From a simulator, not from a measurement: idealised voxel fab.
process module | voxel lift off
cross-section cut | 285 nm wide | cells 5 nm
A cross-section is a grid of square cells, given in bands from the top down. A band is one or more rows of cells.
Each band's line starts with the height of the band's top and of its bottom, in nm. Then come its materials from left to right, each with its width in nm. One material with "throughout" fills the band from edge to edge. "air" is empty space.
Height 0 is the level under which the wafer as received is all one material. The lowest band goes on downwards, as in "0 down".
A width such as "30 to 40" changes by the same amount from each row of cells to the next, from the band's top row to its bottom row.
"no change" after a step means that no cell of the cross-section changed.
closed voids: empty space of 8 cells or more with no open way to the top, each as width x height at its distance from the left edge, in nm
after a step's settings: what the simulator itself notes on the step
overlay nm, on a step with a mask: how far to the right of its planned place the mask lay; to the left if negative
Each pair below shows a cross-section before one step and the cross-section after it, down to the lowest band that changed. The line under each pair gives the step between them, with its settings. The pairs can come from different runs of this module on the same starting wafer, so a pair continues from the pair above only where its "before" says so.
before
  0 down: Si throughout
  closed voids: none
after
  15 to 0: Al2O3 throughout
  below 0: unchanged
  closed voids: none
the step between: op CONFORMAL_DEP | material Al2O3 | thk nm 15
before: the cross-section after the pair above
after
  35 to 15: resist 110 | air 25 | resist 15 | air 25 | resist 110
  below 15: unchanged
  closed voids: none
the step between: op PATTERN | tone open | mask id LINES | material resist | width nm 25 | pitch nm 40 | thk nm 20 | overlay nm 0
before: the cross-section after the pair above
after
  40 to 35: Ru 110 | air 25 | Ru 15 | air 25 | Ru 110
  35 to 20: resist 110 | air 25 | resist 15 | air 25 | resist 110
  20 to 15: resist 110 | Ru 25 | resist 15 | Ru 25 | resist 110
  below 15: unchanged
  closed voids: none
the step between: op DIRECTIONAL_DEP | material Ru | thk nm 5
before: the cross-section after the pair above
after
  20 to 15: air 110 | Ru 25 | air 15 | Ru 25 | air 110
  below 15: unchanged
  closed voids: none
the step between: op STRIP | etch materials resist
before: the cross-section after the pair above
after
  30 to 25: air 100 | SiO2 85 | air 100
  25 to 20: SiO2 throughout
  20 to 15: SiO2 110 | Ru 25 | SiO2 15 | Ru 25 | SiO2 110
  below 15: unchanged
  closed voids: none
the step between: op CONFORMAL_DEP | material SiO2 | thk nm 10
before
  15 to 0: Al2O3 throughout
  0 down: Si throughout
  closed voids: none
after
  30 to 0: Al2O3 throughout
  below 0: unchanged
  closed voids: none
the step between: op CONFORMAL_DEP | material Al2O3 | thk nm 15
before: the cross-section after the pair above
after
  50 to 30: resist 110 | air 25 | resist 15 | air 25 | resist 110
  below 30: unchanged
  closed voids: none
the step between: op PATTERN | tone open | mask id LINES | material resist | width nm 25 | pitch nm 40 | thk nm 20 | overlay nm 0
before: the cross-section after the pair above
after
  55 to 50: Ru 110 | air 25 | Ru 15 | air 25 | Ru 110
  50 to 35: resist 110 | air 25 | resist 15 | air 25 | resist 110
  35 to 30: resist 110 | Ru 25 | resist 15 | Ru 25 | resist 110
  below 30: unchanged
  closed voids: none
the step between: op DIRECTIONAL_DEP | material Ru | thk nm 5
before: the cross-section after the pair above
after
  35 to 30: air 110 | Ru 25 | air 15 | Ru 25 | air 110
  below 30: unchanged
  closed voids: none
the step between: op STRIP | etch materials resist
before: the cross-section after the pair above
after
  45 to 40: air 100 | SiO2 85 | air 100
  40 to 35: SiO2 throughout
  35 to 30: SiO2 110 | Ru 25 | SiO2 15 | Ru 25 | SiO2 110
  below 30: unchanged
  closed voids: none
the step between: op CONFORMAL_DEP | material SiO2 | thk nm 10
before
  20 to 15: air 110 | Ru 25 | air 15 | Ru 25 | air 110
  15 to 0: Al2O3 throughout
  0 down: Si throughout
  closed voids: none
after
  35 to 30: air 95 | SiO2 95 | air 95
  30 to 20: SiO2 throughout
  20 to 15: SiO2 110 | Ru 25 | SiO2 15 | Ru 25 | SiO2 110
  below 15: unchanged
  closed voids: none
the step between: op CONFORMAL_DEP | material SiO2 | thk nm 15
before
  15 to 0: Al2O3 throughout
  0 down: Si throughout
  closed voids: none
after
  35 to 15: resist 115 | air 15 | resist 25 | air 15 | resist 115
  below 15: unchanged
  closed voids: none
the step between: op PATTERN | tone open | mask id LINES | material resist | width nm 15 | pitch nm 40 | thk nm 20 | overlay nm 0
before: the cross-section after the pair above
after
  40 to 35: Ru 115 | air 15 | Ru 25 | air 15 | Ru 115
  35 to 20: resist 115 | air 15 | resist 25 | air 15 | resist 115
  20 to 15: resist 115 | Ru 15 | resist 25 | Ru 15 | resist 115
  below 15: unchanged
  closed voids: none
the step between: op DIRECTIONAL_DEP | material Ru | thk nm 5
before: the cross-section after the pair above
after
  20 to 15: air 115 | Ru 15 | air 25 | Ru 15 | air 115
  below 15: unchanged
  closed voids: none
the step between: op STRIP | etch materials resist
before: the cross-section after the pair above
after
  30 to 25: air 105 | SiO2 35 | air 5 | SiO2 35 | air 105
  25 to 20: SiO2 throughout
  20 to 15: SiO2 115 | Ru 15 | SiO2 25 | Ru 15 | SiO2 115
  below 15: unchanged
  closed voids: none
the step between: op CONFORMAL_DEP | material SiO2 | thk nm 10
before
  15 to 0: Al2O3 throughout
  0 down: Si throughout
  closed voids: none
after
  35 to 15: resist 115 | air 25 | resist 15 | air 25 | resist 105
  below 15: unchanged
  closed voids: none
the step between: op PATTERN | tone open | mask id LINES | material resist | width nm 25 | pitch nm 40 | thk nm 20 | overlay nm 5
before: the cross-section after the pair above
after
  40 to 35: Ru 115 | air 25 | Ru 15 | air 25 | Ru 105
  35 to 20: resist 115 | air 25 | resist 15 | air 25 | resist 105
  20 to 15: resist 115 | Ru 25 | resist 15 | Ru 25 | resist 105
  below 15: unchanged
  closed voids: none
the step between: op DIRECTIONAL_DEP | material Ru | thk nm 5
before: the cross-section after the pair above
after
  20 to 15: air 115 | Ru 25 | air 15 | Ru 25 | air 105
  below 15: unchanged
  closed voids: none
the step between: op STRIP | etch materials resist
before: the cross-section after the pair above
after
  30 to 25: air 105 | SiO2 85 | air 95
  25 to 20: SiO2 throughout
  20 to 15: SiO2 115 | Ru 25 | SiO2 15 | Ru 25 | SiO2 105
  below 15: unchanged
  closed voids: none
the step between: op CONFORMAL_DEP | material SiO2 | thk nm 10
before
  20 to 15: air 110 | Ru 25 | air 15 | Ru 25 | air 110
  15 to 0: Al2O3 throughout
  0 down: Si throughout
  closed voids: none
after
  30 to 25: air 100 | Ru 85 | air 100
  25 to 15: Ru throughout
  below 15: unchanged
  closed voids: none
the step between: op CONFORMAL_DEP | material Ru | thk nm 10
before
  15 to 0: Al2O3 throughout
  0 down: Si throughout
  closed voids: none
after
  35 to 15: air 110 | resist 25 | air 15 | resist 25 | air 110
  below 15: unchanged
  closed voids: none
the step between: op PATTERN | tone cover | mask id LINES | material resist | width nm 25 | pitch nm 40 | thk nm 20 | overlay nm 0
before: the cross-section after the pair above
after
  40 to 35: air 110 | Ru 25 | air 15 | Ru 25 | air 110
  35 to 20: air 110 | resist 25 | air 15 | resist 25 | air 110
  20 to 15: Ru 110 | resist 25 | Ru 15 | resist 25 | Ru 110
  below 15: unchanged
  closed voids: none
the step between: op DIRECTIONAL_DEP | material Ru | thk nm 5
before: the cross-section after the pair above
after
  20 to 15: Ru 110 | air 25 | Ru 15 | air 25 | Ru 110
  below 15: unchanged
  closed voids: none
the step between: op STRIP | etch materials resist
before: the cross-section after the pair above
after
  30 to 25: SiO2 120 | air 5 | SiO2 35 | air 5 | SiO2 120
  25 to 20: SiO2 throughout
  20 to 15: Ru 110 | SiO2 25 | Ru 15 | SiO2 25 | Ru 110
  below 15: unchanged
  closed voids: none
the step between: op CONFORMAL_DEP | material SiO2 | thk nm 10
